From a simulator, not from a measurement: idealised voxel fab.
process module | voxel transistor to metal
cross-section cut | 165 nm wide | cells 5 nm
A cross-section is a grid of square cells, given in bands from the top down. A band is one or more rows of cells.
Each band's line starts with the height of the band's top and of its bottom, in nm. Then come its materials from left to right, each with its width in nm. One material with "throughout" fills the band from edge to edge. "air" is empty space.
Height 0 is the level under which the wafer as received is all one material. The lowest band goes on downwards, as in "0 down".
A width such as "30 to 40" changes by the same amount from each row of cells to the next, from the band's top row to its bottom row.
"no change" after a step means that no cell of the cross-section changed.
closed voids: empty space of 8 cells or more with no open way to the top, each as width x height at its distance from the left edge, in nm
after a step's settings: what the simulator itself notes on the step
overlay nm, on a step with a mask: how far to the right of its planned place the mask lay; to the left if negative
plan
1 op RECEIVE | material Si
2 op CONFORMAL_DEP | material SiO2 | thk nm 5
3 op CONFORMAL_DEP | material SiN | thk nm 15
4 op PATTERN | tone cover | mask id ACTIVE | material resist | width nm 95 | thk nm 15 | overlay nm 0
5 op DIRECTIONAL_ETCH | etch materials SiN | depth nm 15
6 op DIRECTIONAL_ETCH | etch materials SiO2 | depth nm 5
7 op DIRECTIONAL_ETCH | etch materials Si | depth nm 35
8 op STRIP | etch materials resist
9 op FILL_DEP | material SiO2 | thk nm 15
10 op CMP | height nm 20
11 op SELECTIVE_ETCH | etch materials SiO2 | depth nm 10
12 op STRIP | etch materials SiN
13 op SELECTIVE_ETCH | etch materials SiO2 | depth nm 5
14 op OXIDIZE | depth nm 5
15 op DIRECTIONAL_DEP | material polySi | thk nm 25
16 op DIRECTIONAL_DEP | material SiCN | thk nm 10
17 op DIRECTIONAL_DEP | material aC | thk nm 15
18 op PATTERN | tone cover | mask id GATE | material resist | width nm 15 | thk nm 30 | overlay nm 0
19 op DIRECTIONAL_ETCH | etch materials aC | depth nm 15
20 op STRIP | etch materials resist
21 op DIRECTIONAL_ETCH | etch materials SiCN | depth nm 20
22 op DIRECTIONAL_ETCH | etch materials polySi | depth nm 35
23 op STRIP | etch materials aC
24 op CONFORMAL_DEP | material SiN | thk nm 10
25 op DIRECTIONAL_ETCH | etch materials SiN | depth nm 10
26 op DIRECTIONAL_ETCH | etch materials SiO2 | depth nm 5
27 op DIRECTIONAL_ETCH | etch materials Si | depth nm 15
28 op EPI | material pSi | thk nm 20
29 op FILL_DEP | material SiO2 | thk nm 5
30 op CMP | height nm 35
31 op DIRECTIONAL_DEP | material SiO2 | thk nm 15
32 op PATTERN | tone open | mask id CONTACT | material resist | width nm 30 | pitch nm 55 | thk nm 15 | overlay nm 0
33 op DIRECTIONAL_ETCH | etch materials SiO2 | depth nm 35
34 op STRIP | etch materials resist
35 op CONFORMAL_DEP | material TiN | thk nm 5
36 op FILL_DEP | material W | thk nm 10
37 op CMP | height nm 50
38 op CONFORMAL_DEP | material SiCN | thk nm 5
39 op DIRECTIONAL_DEP | material SiO2 | thk nm 25
40 op DIRECTIONAL_DEP | material aC | thk nm 10
41 op PATTERN | tone open | mask id METAL_1 | material resist | width nm 20 | pitch nm 65 | thk nm 25 | overlay nm 0
42 op DIRECTIONAL_ETCH | etch materials aC | depth nm 5
43 op STRIP | etch materials resist
44 op DIRECTIONAL_ETCH | etch materials SiO2 | depth nm 25
45 op DIRECTIONAL_ETCH | etch materials SiCN | depth nm 5
46 op STRIP | etch materials aC
47 op CONFORMAL_DEP | material TiN | thk nm 5
48 op FILL_DEP | material Cu | thk nm 5
49 op CMP | height nm 80
50 op CONFORMAL_DEP | material SiCN | thk nm 5
51 op DIRECTIONAL_DEP | material SiO2 | thk nm 30
52 op DIRECTIONAL_DEP | material aC | thk nm 15
53 op PATTERN | tone open | mask id METAL_2 | material resist | width nm 20 | pitch nm 65 | thk nm 35 | overlay nm 0
54 op DIRECTIONAL_ETCH | etch materials aC | depth nm 15
55 op STRIP | etch materials resist
56 op DIRECTIONAL_ETCH | etch materials SiO2 | depth nm 15
57 op STRIP | etch materials aC
58 op MASKED_ETCH | tone open | mask id METAL_2_HOLES | width nm 15 | pitch nm 65 | etch materials SiO2 | depth nm 15 | overlay nm 0
59 op MASKED_ETCH | tone open | mask id METAL_2_HOLES | width nm 15 | pitch nm 65 | etch materials SiCN | depth nm 5 | overlay nm 0
60 op CONFORMAL_DEP | material TiN | thk nm 5
61 op FILL_DEP | material Cu | thk nm 5
62 op CMP | height nm 115
63 op CONFORMAL_DEP | material SiN | thk nm 5
varied across the wafers: depth nm of step 42. The plan shows the first wafer's value. All wafers start alike
first wafer as received, after step 1
  0 down: Si throughout
  closed voids: none
each wafer at the end: cells of each material gained (+) or lost (-) since it was received, then its closed voids
depth nm 5 | +16 Cu | -147 Si | +66 SiCN | +65 SiN | +591 SiO2 | +68 TiN | +40 W | +78 pSi | +15 polySi | closed voids: none
depth nm 10 | +36 Cu | -147 Si | +58 SiCN | +65 SiN | +551 SiO2 | +96 TiN | +40 W | +78 pSi | +15 polySi | closed voids: none
depth nm 15 | +36 Cu | -147 Si | +58 SiCN | +65 SiN | +551 SiO2 | +96 TiN | +40 W | +78 pSi | +15 polySi | closed voids: none
depth nm 20 | +36 Cu | -147 Si | +58 SiCN | +65 SiN | +551 SiO2 | +96 TiN | +40 W | +78 pSi | +15 polySi | closed voids: none
depth nm 25 | +36 Cu | -147 Si | +58 SiCN | +65 SiN | +551 SiO2 | +96 TiN | +40 W | +78 pSi | +15 polySi | closed voids: none
